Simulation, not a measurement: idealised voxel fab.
The process module that follows is named voxel trench capacitor.
Pictured: cross-section cut, 245 nm wide, on a grid of 5 nm square cells.
Each cross-section below is a grid of square cells, stated as bands in top-down order, with one or more rows of cells making up each band. Within each band entry, the heights of the top and of the bottom of the band appear first, in that order and in nm; the materials of the band then follow from left to right, each with its corresponding width in nm. The designation "edge to edge" on a single material indicates that it fills the band from edge to edge; the designation "blank" indicates empty space. Convention: height 0 is the level below which the wafer, as received, is all one material. The lowest band does not terminate at the bottom but continues downward, represented as "0..down". Width spec "30..40" -> top row of cells at first value, bottom row at second value, equal per-row change in between. "remains unaltered" after a step means that no cell of the cross-section changed. In "Voids, sealed" the enclosed voids are listed, meaning empty spaces of 8 cells or larger without any opening to the top. The form is width x height at distance, distance from the left edge, units nm. Anything after a step's settings on that line? It's the simulator's own note about the step. The optional step-line setting "overlay nm" applies to steps with a mask and quantifies how far to the right of its planned location the mask lay, a negative value indicating leftward placement.

PLANNED PROCESS STEPS
1) RECEIVE: material Si
2) CONFORMAL_DEP: material SiN, thk nm 10
3) MASKED_ETCH: tone open, mask id TRENCH, width nm 20, pitch nm 40, etch materials SiN, depth nm 10, overlay nm 0
4) MASKED_ETCH: tone open, mask id TRENCH, width nm 20, pitch nm 40, etch materials Si, depth nm 30, overlay nm 0
5) CONFORMAL_DEP: material SiO2, thk nm 5
6) FILL_DEP: material polySi, thk nm 10
7) CMP: height nm 10

CROSS-SECTION OF THE WAFER AT RECEIPT, WHICH IS THE CONDITION AFTER STEP 1
	0..down: Si edge to edge
	Voids, sealed: none

POST-MODULE CROSS-SECTION OF THE FIRST OF TWO WAFERS (RUN PER PLAN)
	10..0: SiN: 90  SiO2: 5  polySi: 10  SiO2: 5  SiN: 20  SiO2: 5  polySi: 10  SiO2: 5  SiN: 95
	0..-25: Si: 90  SiO2: 5  polySi: 10  SiO2: 5  Si: 20  SiO2: 5  polySi: 10  SiO2: 5  Si: 95
	-25..-30: Si: 90  SiO2: 20  Si: 20  SiO2: 20  Si: 95
	-30..down: Si edge to edge
	Voids, sealed: none

CROSS-SECTIONAL VIEW: SECOND OF TWO WAFERS, END OF MODULE; START AND PLAN IDENTICAL TO THE FIRST, ONE MISTAKE IN RUNNING
	10..5: SiN: 90  SiO2: 5  polySi: 10  SiO2: 5  SiN: 20  SiO2: 5  polySi: 10  SiO2: 5  SiN: 95
	5..0: SiN: 90  SiO2: 20  SiN: 20  SiO2: 20  SiN: 95
	0..-30: Si: 90  SiO2: 10  Si: 30  SiO2: 10  Si: 105
	-30..down: Si edge to edge
	Voids, sealed: none
Diagnosis: note that step 4 departed from the planned setting and was carried out as MASKED_ETCH: tone open, mask id TRENCH, width nm 20, pitch nm 40, etch materials Si, depth nm 30, overlay nm -10
At the finish, the second wafer shows more or fewer cells for some materials than the first does: +24 Si; -24 polySi
